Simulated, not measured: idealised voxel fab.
Process module name: voxel gate over fins
It is cross-section cut that appears here, measuring 165 nm in width, its square cells being 5 nm in size.
If you're reading a cross-section in this doc, picture square cells in a grid; it comes to you as bands, top ones listed first down to the bottom, and a band can be one or more rows of cells. Look at the band entry: it leads with the top's height and the bottom's height in nm. Then it lists the materials left to right, with a width in nm for each. The word "edge to edge" on a single material says that material fills the band edge to edge. The word "air" is empty space. Counting heights begins at 0, where everything beneath is, in the wafer as received, one material. The lowest band has no bottom; it goes on downwards, as "0 and below" shows. Width spec "30->40" -> top row of cells at first value, bottom row at second value, equal per-row change in between. Step marked "no alterations made"? Then no cell in the cross-section changed in it. Each empty space that has no open way to the top and spans at least 8 cells appears under "Fully sealed cavities" as width x height at distance, the distance counted from the left edge, all in nm. The remark found on a step's line after its settings is issued by the simulator itself and pertains to that step. A step's line can hold "overlay nm"; with a mask on that step, the setting says how far right of the planned place the mask lay, while a negative setting says it lay to the left.

THESE ARE THE STEPS WE PLANNED FOR THE PROCESS
- 1: RECEIVE | material Si
- 2: CONFORMAL_DEP | material SiN | thk nm 5
- 3: MASKED_ETCH | tone cover | mask id FINS | width nm 15 | pitch nm 45 | etch materials SiN | depth nm 5 | overlay nm 0
- 4: MASKED_ETCH | tone cover | mask id FINS | width nm 15 | pitch nm 45 | etch materials Si | depth nm 30 | overlay nm 0
- 5: OXIDIZE | depth nm 5
- 6: FILL_DEP | material SiO2 | thk nm 10
- 7: CMP | height nm 5
- 8: SELECTIVE_ETCH | etch materials SiO2 | depth nm 20
- 9: STRIP | etch materials SiN
- 10: CONFORMAL_DEP | material HfO2 | thk nm 5
- 11: CONFORMAL_DEP | material TiN | thk nm 5
- 12: FILL_DEP | material W | thk nm 15
- 13: CMP | height nm 20
- 14: CONFORMAL_DEP | material SiN | thk nm 10

CROSS-SECTION, INCOMING MATERIAL, AFTER STEP 1
	0 and below: Si edge to edge
	Fully sealed cavities: none

END-OF-MODULE CROSS-SECTION OF THE FIRST OF TWO WAFERS, PROCESSED AS PLANNED
	30 down to 20: SiN edge to edge
	20 down to 10: W edge to edge
	10 down to 5: 25 W | 25 TiN | 20 W | 25 TiN | 20 W | 25 TiN | 25 W
	5 down to 0: 25 W | 5 TiN | 15 HfO2 | 5 TiN | 20 W | 5 TiN | 15 HfO2 | 5 TiN | 20 W | 5 TiN | 15 HfO2 | 5 TiN | 25 W
	0 down to -5: 25 W | 5 TiN | 5 HfO2 | 5 Si | 5 HfO2 | 5 TiN | 20 W | 5 TiN | 5 HfO2 | 5 Si | 5 HfO2 | 5 TiN | 20 W | 5 TiN | 5 HfO2 | 5 Si | 5 HfO2 | 5 TiN | 25 W
	-5 down to -10: 30 TiN | 5 HfO2 | 5 Si | 5 HfO2 | 30 TiN | 5 HfO2 | 5 Si | 5 HfO2 | 30 TiN | 5 HfO2 | 5 Si | 5 HfO2 | 30 TiN
	-10 down to -15: 35 HfO2 | 5 Si | 40 HfO2 | 5 Si | 40 HfO2 | 5 Si | 35 HfO2
	-15 down to -35: 35 SiO2 | 5 Si | 40 SiO2 | 5 Si | 40 SiO2 | 5 Si | 35 SiO2
	-35 and below: Si edge to edge
	Fully sealed cavities: none

END-OF-MODULE CROSS-SECTION OF THE SECOND WAFER: IDENTICAL STARTING POINT AND PROCESS PLAN TO THE FIRST, WITH ONE PROCESSING MISTAKE
	30 down to 20: SiN edge to edge
	20 down to 10: W edge to edge
	10 down to 5: 25 W | 25 HfO2 | 20 W | 25 HfO2 | 20 W | 25 HfO2 | 25 W
	5 down to 0: 25 W | 5 HfO2 | 15 TiN | 5 HfO2 | 20 W | 5 HfO2 | 15 TiN | 5 HfO2 | 20 W | 5 HfO2 | 15 TiN | 5 HfO2 | 25 W
	0 down to -5: 25 W | 5 HfO2 | 5 TiN | 5 Si | 5 TiN | 5 HfO2 | 20 W | 5 HfO2 | 5 TiN | 5 Si | 5 TiN | 5 HfO2 | 20 W | 5 HfO2 | 5 TiN | 5 Si | 5 TiN | 5 HfO2 | 25 W
	-5 down to -10: 30 HfO2 | 5 TiN | 5 Si | 5 TiN | 30 HfO2 | 5 TiN | 5 Si | 5 TiN | 30 HfO2 | 5 TiN | 5 Si | 5 TiN | 30 HfO2
	-10 down to -15: 35 TiN | 5 Si | 40 TiN | 5 Si | 40 TiN | 5 Si | 35 TiN
	-15 down to -35: 35 SiO2 | 5 Si | 40 SiO2 | 5 Si | 40 SiO2 | 5 Si | 35 SiO2
	-35 and below: Si edge to edge
	Fully sealed cavities: none
Want to know what went wrong? steps 10 and 11: order swapped relative to plan
Matching per-material cell counts, mismatched positions: that is how the second wafer compares with the first at the end.
